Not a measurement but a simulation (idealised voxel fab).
Title: Process Module voxel capacitor over wiring
Shown is cross-section cut, with a width of 230 nm and square cells of size 5 nm.
Cross-section, as written here: a square-cell grid given band by band from the top down, where a band holds one or more rows of cells.
Band: top and bottom heights (nm) first, top before bottom; then materials from left to right, widths in nm. "full width" marks a sole material filling the band edge to edge. "air" denotes empty space.
Heads up on the height convention: 0 is the point under which the incoming wafer is all one material, and the lowest band has no bottom, it just keeps going down, like "0 nm and below".
A two-number width, for instance "30..40", indicates that the width is equal to the first number in the top row of the band and to the second number in the bottom row, and that it changes by a constant amount per row of cells.
What does "nothing was modified" mean for a step? It means no cell of the cross-section changed in that step.
For the entry "Closed void inventory", the listed items are empty spaces with no open way to the top whose size is 8 cells or more; each item follows the pattern width x height at distance, where distance is from the left edge and all three are in nm.
Anything after a step's settings on that line? It's the simulator's own note about the step.
overlay nm: mask right of planned place by this much (step with mask). Neg. = left.
THE FOLLOWING LIST GIVES THE PLANNED PROCESS STEPS
- 1: RECEIVE [material Si]
- 2: CONFORMAL_DEP [material SiO2] [thk nm 10]
- 3: CONFORMAL_DEP [material SiCN] [thk nm 5]
- 4: DIRECTIONAL_DEP [material lowk] [thk nm 20]
- 5: MASKED_ETCH [tone open] [mask id METAL_1] [width nm 30] [pitch nm 90] [etch materials lowk] [depth nm 20] [overlay nm 0]
- 6: MASKED_ETCH [tone open] [mask id METAL_1] [width nm 30] [pitch nm 90] [etch materials SiCN] [depth nm 5] [overlay nm 0]
- 7: CONFORMAL_DEP [material TiN] [thk nm 5]
- 8: FILL_DEP [material W] [thk nm 10]
- 9: CMP [height nm 35]
- 10: EPI [material Ru] [thk nm 5]
- 11: FILL_DEP [material SiCN] [thk nm 5]
- 12: DIRECTIONAL_DEP [material SiO2] [thk nm 15]
- 13: MASKED_ETCH [tone open] [mask id PLUG_1] [width nm 15] [etch materials SiO2] [depth nm 15] [overlay nm 0]
- 14: MASKED_ETCH [tone open] [mask id PLUG_1] [width nm 15] [etch materials SiCN] [depth nm 5] [overlay nm 0]
- 15: EPI [material Ru] [thk nm 10]
- 16: EPI [material Ru] [thk nm 10]
- 17: DIRECTIONAL_DEP [material TiN] [thk nm 5]
- 18: DIRECTIONAL_DEP [material SiN] [thk nm 5]
- 19: DIRECTIONAL_DEP [material TiN] [thk nm 5]
- 20: PATTERN [tone cover] [mask id UPPER_PLATE] [material resist] [width nm 65] [thk nm 15] [overlay nm 0]
- 21: DIRECTIONAL_ETCH [etch materials TiN] [depth nm 5]
- 22: DIRECTIONAL_ETCH [etch materials SiN] [depth nm 5]
- 23: STRIP [etch materials resist]
- 24: MASKED_ETCH [tone cover] [mask id LOWER_PLATE] [width nm 75] [etch materials TiN] [depth nm 5] [overlay nm 0]
- 25: FILL_DEP [material SiO2] [thk nm 20]
- 26: CMP [height nm 90]
- 27: PATTERN [tone open] [mask id PLUG_2] [material resist] [width nm 15] [thk nm 20] [overlay nm 0]
- 28: DIRECTIONAL_ETCH [etch materials SiO2] [depth nm 15]
- 29: STRIP [etch materials resist]
- 30: CONFORMAL_DEP [material TiN] [thk nm 5]
- 31: FILL_DEP [material Ru] [thk nm 10]
- 32: CMP [height nm 90]
- 33: CONFORMAL_DEP [material SiN] [thk nm 5]
FIRST OF TWO WAFERS: RUN AS PLANNED
CROSS-SECTION, INCOMING MATERIAL, AFTER STEP 1
> 0 nm and below = Si full width
> Closed void inventory: none
SECTIONAL VIEW: WAFER, AFTER STEP 2
> 10 nm to 0 nm = SiO2 full width
> Below a height of 0, the structure has not been altered.
SECTIONAL VIEW: WAFER, AFTER STEP 3
> 15 nm to 10 nm = SiCN full width
> Below a height of 10, the structure has not been altered.
SECTIONAL VIEW: WAFER, AFTER STEP 4
> 35 nm to 15 nm = lowk full width
> Below a height of 15, the structure has not been altered.
SECTIONAL VIEW: WAFER, AFTER STEP 5
> 35 nm to 15 nm = 55 of lowk, 30 of air, 60 of lowk, 30 of air, 55 of lowk
> Below a height of 15, the structure has not been altered.
SECTIONAL VIEW: WAFER, AFTER STEP 6
> 35 nm to 15 nm = 55 of lowk, 30 of air, 60 of lowk, 30 of air, 55 of lowk
> 15 nm to 10 nm = 55 of SiCN, 30 of air, 60 of SiCN, 30 of air, 55 of SiCN
> Below a height of 10, the structure has not been altered.
SECTIONAL VIEW: WAFER, AFTER STEP 7
> 40 nm to 35 nm = 60 of TiN, 20 of air, 70 of TiN, 20 of air, 60 of TiN
> 35 nm to 15 nm = 55 of lowk, 5 of TiN, 20 of air, 5 of TiN, 60 of lowk, 5 of TiN, 20 of air, 5 of TiN, 55 of lowk
> 15 nm to 10 nm = 55 of SiCN, 30 of TiN, 60 of SiCN, 30 of TiN, 55 of SiCN
> Below a height of 10, the structure has not been altered.
SECTIONAL VIEW: WAFER, AFTER STEP 8
> 50 nm to 40 nm = W full width
> 40 nm to 35 nm = 60 of TiN, 20 of W, 70 of TiN, 20 of W, 60 of TiN
> 35 nm to 15 nm = 55 of lowk, 5 of TiN, 20 of W, 5 of TiN, 60 of lowk, 5 of TiN, 20 of W, 5 of TiN, 55 of lowk
> Below a height of 15, the structure has not been altered.
SECTIONAL VIEW: WAFER, AFTER STEP 9
> 35 nm to 15 nm = 55 of lowk, 5 of TiN, 20 of W, 5 of TiN, 60 of lowk, 5 of TiN, 20 of W, 5 of TiN, 55 of lowk
> Below a height of 15, the structure has not been altered.
SECTIONAL VIEW: WAFER, AFTER STEP 10
> 40 nm to 35 nm = 50 of air, 40 of Ru, 50 of air, 40 of Ru, 50 of air
> Below a height of 35, the structure has not been altered.
SECTIONAL VIEW: WAFER, AFTER STEP 11
> 45 nm to 40 nm = SiCN full width
> 40 nm to 35 nm = 50 of SiCN, 40 of Ru, 50 of SiCN, 40 of Ru, 50 of SiCN
> Below a height of 35, the structure has not been altered.
SECTIONAL VIEW: WAFER, AFTER STEP 12
> 60 nm to 45 nm = SiO2 full width
> Below a height of 45, the structure has not been altered.
SECTIONAL VIEW: WAFER, AFTER STEP 13
> 60 nm to 45 nm = 70 of SiO2, 15 of air, 145 of SiO2
> Below a height of 45, the structure has not been altered.
SECTIONAL VIEW: WAFER, AFTER STEP 14
> 60 nm to 45 nm = 70 of SiO2, 15 of air, 145 of SiO2
> 45 nm to 40 nm = 70 of SiCN, 15 of air, 145 of SiCN
> Below a height of 40, the structure has not been altered.
SECTIONAL VIEW: WAFER, AFTER STEP 15
> 60 nm to 50 nm = 70 of SiO2, 15 of air, 145 of SiO2
> 50 nm to 45 nm = 70 of SiO2, 15 of Ru, 145 of SiO2
> 45 nm to 40 nm = 70 of SiCN, 15 of Ru, 145 of SiCN
> Below a height of 40, the structure has not been altered.
SECTIONAL VIEW: WAFER, AFTER STEP 16
> 60 nm to 45 nm = 70 of SiO2, 15 of Ru, 145 of SiO2
> Below a height of 45, the structure has not been altered.
SECTIONAL VIEW: WAFER, AFTER STEP 17
> 65 nm to 60 nm = TiN full width
> Below a height of 60, the structure has not been altered.
SECTIONAL VIEW: WAFER, AFTER STEP 18
> 70 nm to 65 nm = SiN full width
> Below a height of 65, the structure has not been altered.
SECTIONAL VIEW: WAFER, AFTER STEP 19
> 75 nm to 70 nm = TiN full width
> Below a height of 70, the structure has not been altered.
SECTIONAL VIEW: WAFER, AFTER STEP 20
> 90 nm to 75 nm = 70 of air, 65 of resist, 95 of air
> Below a height of 75, the structure has not been altered.
SECTIONAL VIEW: WAFER, AFTER STEP 21
> 90 nm to 75 nm = 70 of air, 65 of resist, 95 of air
> 75 nm to 70 nm = 70 of air, 65 of TiN, 95 of air
> Below a height of 70, the structure has not been altered.
SECTIONAL VIEW: WAFER, AFTER STEP 22
> 90 nm to 75 nm = 70 of air, 65 of resist, 95 of air
> 75 nm to 70 nm = 70 of air, 65 of TiN, 95 of air
> 70 nm to 65 nm = 70 of air, 65 of SiN, 95 of air
> Below a height of 65, the structure has not been altered.
SECTIONAL VIEW: WAFER, AFTER STEP 23
> 75 nm to 70 nm = 70 of air, 65 of TiN, 95 of air
> Below a height of 70, the structure has not been altered.
SECTIONAL VIEW: WAFER, AFTER STEP 24
> 75 nm to 70 nm = 70 of air, 65 of TiN, 95 of air
> 70 nm to 65 nm = 70 of air, 65 of SiN, 95 of air
> 65 nm to 60 nm = 65 of air, 75 of TiN, 90 of air
> Below a height of 60, the structure has not been altered.
SECTIONAL VIEW: WAFER, AFTER STEP 25
> 95 nm to 75 nm = SiO2 full width
> 75 nm to 70 nm = 70 of SiO2, 65 of TiN, 95 of SiO2
> 70 nm to 65 nm = 70 of SiO2, 65 of SiN, 95 of SiO2
> 65 nm to 60 nm = 65 of SiO2, 75 of TiN, 90 of SiO2
> Below a height of 60, the structure has not been altered.
SECTIONAL VIEW: WAFER, AFTER STEP 26
> 90 nm to 75 nm = SiO2 full width
> Below a height of 75, the structure has not been altered.
SECTIONAL VIEW: WAFER, AFTER STEP 27
> 110 nm to 90 nm = 80 of resist, 15 of air, 135 of resist
> Below a height of 90, the structure has not been altered.
SECTIONAL VIEW: WAFER, AFTER STEP 28
> 110 nm to 90 nm = 80 of resist, 15 of air, 135 of resist
> 90 nm to 75 nm = 80 of SiO2, 15 of air, 135 of SiO2
> Below a height of 75, the structure has not been altered.
SECTIONAL VIEW: WAFER, AFTER STEP 29
> 90 nm to 75 nm = 80 of SiO2, 15 of air, 135 of SiO2
> Below a height of 75, the structure has not been altered.
SECTIONAL VIEW: WAFER, AFTER STEP 30
> 95 nm to 90 nm = 85 of TiN, 5 of air, 140 of TiN
> 90 nm to 80 nm = 80 of SiO2, 5 of TiN, 5 of air, 5 of TiN, 135 of SiO2
> 80 nm to 70 nm = 80..70 of SiO2, 15..65 of TiN, 135..95 of SiO2
> Below a height of 70, the structure has not been altered.
SECTIONAL VIEW: WAFER, AFTER STEP 31
> 105 nm to 95 nm = Ru full width
> 95 nm to 90 nm = 85 of TiN, 5 of Ru, 140 of TiN
> 90 nm to 80 nm = 80 of SiO2, 5 of TiN, 5 of Ru, 5 of TiN, 135 of SiO2
> Below a height of 80, the structure has not been altered.
SECTIONAL VIEW: WAFER, AFTER STEP 32
> 90 nm to 80 nm = 80 of SiO2, 5 of TiN, 5 of Ru, 5 of TiN, 135 of SiO2
> Below a height of 80, the structure has not been altered.
SECTIONAL VIEW: WAFER, AFTER STEP 33
> 95 nm to 90 nm = SiN full width
> Below a height of 90, the structure has not been altered.
SECOND WAFER - SHARED START AND PLAN WITH THE FIRST - ONE ERROR IN RUNNING - SAME AS THE FIRST UP TO STEP 13 INCLUSIVE
CROSS-SECTION OF THE SECOND WAFER AT THE TIME STEP 14 OF THE PLAN SHOULD HAVE ENDED
> 60 nm to 45 nm = 70 of SiO2, 15 of air, 145 of SiO2
> 45 nm to 40 nm = 75 of SiCN, 10 of air, 145 of SiCN
> Below a height of 40, the structure has not been altered.
CROSS-SECTION OF THE SECOND WAFER AT THE TIME STEP 15 OF THE PLAN SHOULD HAVE ENDED
> 60 nm to 50 nm = 70 of SiO2, 15 of air, 145 of SiO2
> 50 nm to 45 nm = 70 of SiO2, 15 of Ru, 145 of SiO2
> 45 nm to 40 nm = 75 of SiCN, 10 of Ru, 145 of SiCN
> Below a height of 40, the structure has not been altered.
CROSS-SECTION OF THE SECOND WAFER AT THE TIME STEP 16 OF THE PLAN SHOULD HAVE ENDED
> 60 nm to 45 nm = 70 of SiO2, 15 of Ru, 145 of SiO2
> Below a height of 45, the structure has not been altered.
CROSS-SECTION OF THE SECOND WAFER AT THE TIME STEP 17 OF THE PLAN SHOULD HAVE ENDED
> 65 nm to 60 nm = TiN full width
> Below a height of 60, the structure has not been altered.
CROSS-SECTION OF THE SECOND WAFER AT THE TIME STEP 18 OF THE PLAN SHOULD HAVE ENDED
> 70 nm to 65 nm = SiN full width
> Below a height of 65, the structure has not been altered.
CROSS-SECTION OF THE SECOND WAFER AT THE TIME STEP 19 OF THE PLAN SHOULD HAVE ENDED
> 75 nm to 70 nm = TiN full width
> Below a height of 70, the structure has not been altered.
CROSS-SECTION OF THE SECOND WAFER AT THE TIME STEP 20 OF THE PLAN SHOULD HAVE ENDED
> 90 nm to 75 nm = 70 of air, 65 of resist, 95 of air
> Below a height of 75, the structure has not been altered.
CROSS-SECTION OF THE SECOND WAFER AT THE TIME STEP 21 OF THE PLAN SHOULD HAVE ENDED
> 90 nm to 75 nm = 70 of air, 65 of resist, 95 of air
> 75 nm to 70 nm = 70 of air, 65 of TiN, 95 of air
> Below a height of 70, the structure has not been altered.
CROSS-SECTION OF THE SECOND WAFER AT THE TIME STEP 22 OF THE PLAN SHOULD HAVE ENDED
> 90 nm to 75 nm = 70 of air, 65 of resist, 95 of air
> 75 nm to 70 nm = 70 of air, 65 of TiN, 95 of air
> 70 nm to 65 nm = 70 of air, 65 of SiN, 95 of air
> Below a height of 65, the structure has not been altered.
CROSS-SECTION OF THE SECOND WAFER AT THE TIME STEP 23 OF THE PLAN SHOULD HAVE ENDED
> 75 nm to 70 nm = 70 of air, 65 of TiN, 95 of air
> Below a height of 70, the structure has not been altered.
CROSS-SECTION OF THE SECOND WAFER AT THE TIME STEP 24 OF THE PLAN SHOULD HAVE ENDED
> 75 nm to 70 nm = 70 of air, 65 of TiN, 95 of air
> 70 nm to 65 nm = 70 of air, 65 of SiN, 95 of air
> 65 nm to 60 nm = 65 of air, 75 of TiN, 90 of air
> Below a height of 60, the structure has not been altered.
CROSS-SECTION OF THE SECOND WAFER AT THE TIME STEP 25 OF THE PLAN SHOULD HAVE ENDED
> 95 nm to 75 nm = SiO2 full width
> 75 nm to 70 nm = 70 of SiO2, 65 of TiN, 95 of SiO2
> 70 nm to 65 nm = 70 of SiO2, 65 of SiN, 95 of SiO2
> 65 nm to 60 nm = 65 of SiO2, 75 of TiN, 90 of SiO2
> Below a height of 60, the structure has not been altered.
CROSS-SECTION OF THE SECOND WAFER AT THE TIME STEP 26 OF THE PLAN SHOULD HAVE ENDED
> 90 nm to 75 nm = SiO2 full width
> Below a height of 75, the structure has not been altered.
CROSS-SECTION OF THE SECOND WAFER AT THE TIME STEP 27 OF THE PLAN SHOULD HAVE ENDED
> 110 nm to 90 nm = 80 of resist, 15 of air, 135 of resist
> Below a height of 90, the structure has not been altered.
CROSS-SECTION OF THE SECOND WAFER AT THE TIME STEP 28 OF THE PLAN SHOULD HAVE ENDED
> 110 nm to 90 nm = 80 of resist, 15 of air, 135 of resist
> 90 nm to 75 nm = 80 of SiO2, 15 of air, 135 of SiO2
> Below a height of 75, the structure has not been altered.
CROSS-SECTION OF THE SECOND WAFER AT THE TIME STEP 29 OF THE PLAN SHOULD HAVE ENDED
> 90 nm to 75 nm = 80 of SiO2, 15 of air, 135 of SiO2
> Below a height of 75, the structure has not been altered.
CROSS-SECTION OF THE SECOND WAFER AT THE TIME STEP 30 OF THE PLAN SHOULD HAVE ENDED
> 95 nm to 90 nm = 85 of TiN, 5 of air, 140 of TiN
> 90 nm to 80 nm = 80 of SiO2, 5 of TiN, 5 of air, 5 of TiN, 135 of SiO2
> 80 nm to 70 nm = 80..70 of SiO2, 15..65 of TiN, 135..95 of SiO2
> Below a height of 70, the structure has not been altered.
CROSS-SECTION OF THE SECOND WAFER AT THE TIME STEP 31 OF THE PLAN SHOULD HAVE ENDED
> 105 nm to 95 nm = Ru full width
> 95 nm to 90 nm = 85 of TiN, 5 of Ru, 140 of TiN
> 90 nm to 80 nm = 80 of SiO2, 5 of TiN, 5 of Ru, 5 of TiN, 135 of SiO2
> Below a height of 80, the structure has not been altered.
CROSS-SECTION OF THE SECOND WAFER AT THE TIME STEP 32 OF THE PLAN SHOULD HAVE ENDED
> 90 nm to 80 nm = 80 of SiO2, 5 of TiN, 5 of Ru, 5 of TiN, 135 of SiO2
> Below a height of 80, the structure has not been altered.
CROSS-SECTION OF THE SECOND WAFER AT THE TIME STEP 33 OF THE PLAN SHOULD HAVE ENDED
> 95 nm to 90 nm = SiN full width
> Below a height of 90, the structure has not been altered.
Want to know what went wrong? heads up, step 14 didn't go per plan, it actually ran as MASKED_ETCH [tone open] [mask id PLUG_1] [width nm 15] [etch materials SiCN] [depth nm 5] [overlay nm 5]
In the final state, the cell counts of the second wafer exceed or fall short of those of the first for the following materials: 1 fewer of Ru | 1 more of SiCN
